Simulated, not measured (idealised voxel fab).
Module name: voxel wiring stack (process module)
Shown is cross-section cut, with a width of 210 nm and square cells of size 5 nm.
Each cross-section below is a grid of square cells, stated as bands in top-down order, with one or more rows of cells making up each band. Read a band's entry like this: the first values are the height of its top and the height of its bottom in nm, and what follows is the sequence of materials from left to right, each with its width in nm. Note that "blank" is empty space, and that a single material marked "everywhere" reaches across the band from edge to edge. Ref level 0: as-received wafer is one material below here. Bottom band extends down with no lower bound ("0 -> down"). The width entry "30..40" should be interpreted row by row: the top row of cells in the band takes the first number, the bottom row takes the second number, and the change between adjacent rows is uniform throughout. The cross-section has no changed cell in any step marked "left unchanged". You'll see "Sealed voids" listing empty spaces that have no way open to the top, as long as they're 8 cells or more; the notation is width x height at distance, where the distance is from the left edge, and all of it is in nm. What comes after the settings on a step's line is commentary from the simulator itself on that step. overlay nm: mask offset rightward from planned place, masked step; negative means leftward offset.
[These are the steps we planned for the process]
1: RECEIVE (material Si)
2: CONFORMAL_DEP (material SiO2; thk nm 15)
3: DIRECTIONAL_DEP (material TiN; thk nm 5)
4: DIRECTIONAL_DEP (material Ru; thk nm 20)
5: MASKED_ETCH (tone cover; mask id METAL_1; width nm 30; pitch nm 60; etch materials Ru; depth nm 20; overlay nm 0)
6: MASKED_ETCH (tone cover; mask id METAL_1; width nm 30; pitch nm 60; etch materials TiN; depth nm 5; overlay nm 0)
7: CONFORMAL_DEP (material SiCN; thk nm 5)
8: FILL_DEP (material SiO2; thk nm 5)
9: CMP (height nm 40)
10: CONFORMAL_DEP (material SiCN; thk nm 5)
11: DIRECTIONAL_DEP (material SiO2; thk nm 10)
12: MASKED_ETCH (tone open; mask id PLUG_1; width nm 15; etch materials SiO2; depth nm 10; overlay nm 0)
13: MASKED_ETCH (tone open; mask id PLUG_1; width nm 15; etch materials SiCN; depth nm 5; overlay nm 0)
14: EPI (material Ru; thk nm 10)
15: EPI (material Ru; thk nm 5)
16: CONFORMAL_DEP (material SiN; thk nm 5)
17: DIRECTIONAL_DEP (material lowk; thk nm 20)
18: MASKED_ETCH (tone open; mask id METAL_2; width nm 30; pitch nm 60; etch materials lowk; depth nm 20; overlay nm 0)
19: MASKED_ETCH (tone open; mask id METAL_2; width nm 30; pitch nm 60; etch materials SiN; depth nm 5; overlay nm 0)
20: CONFORMAL_DEP (material TiN; thk nm 5)
21: FILL_DEP (material Cu; thk nm 10)
22: CMP (height nm 80)
23: EPI (material Ru; thk nm 5)
24: FILL_DEP (material SiCN; thk nm 5)
[The cross-section here shows the wafer as received, i.e. in its state after step 1]
* 0 -> down | Si everywhere
* Sealed voids: none
[The module was run from the start shown above using the plan shown above, but one mistake was made doing it; the resulting wafer cross-section is below]
* 90 -> 85 | SiCN everywhere
* 85 -> 80 | SiCN 60, then Ru 35, then SiCN 25, then Ru 35, then SiCN 55
* 80 -> 60 | lowk 65, then TiN 5, then Cu 15, then TiN 5, then lowk 35, then TiN 5, then Cu 15, then TiN 5, then lowk 60
* 60 -> 55 | SiN 65, then TiN 25, then SiN 35, then TiN 25, then SiN 60
* 55 -> 45 | SiO2 60, then Ru 15, then SiO2 135
* 45 -> 40 | SiCN 60, then Ru 15, then SiCN 135
* 40 -> 20 | SiO2 55, then SiCN 5, then Ru 30, then SiCN 5, then SiO2 20, then SiCN 5, then Ru 30, then SiCN 5, then SiO2 55
* 20 -> 15 | SiCN 60, then TiN 30, then SiCN 30, then TiN 30, then SiCN 60
* 15 -> 0 | SiO2 everywhere
* 0 -> down | Si everywhere
* Sealed voids: none
Want to know what went wrong? for step 18, the planned setting was not used; the step was instead run as MASKED_ETCH (tone open; mask id METAL_2; width nm 25; pitch nm 60; etch materials lowk; depth nm 20; overlay nm 0)
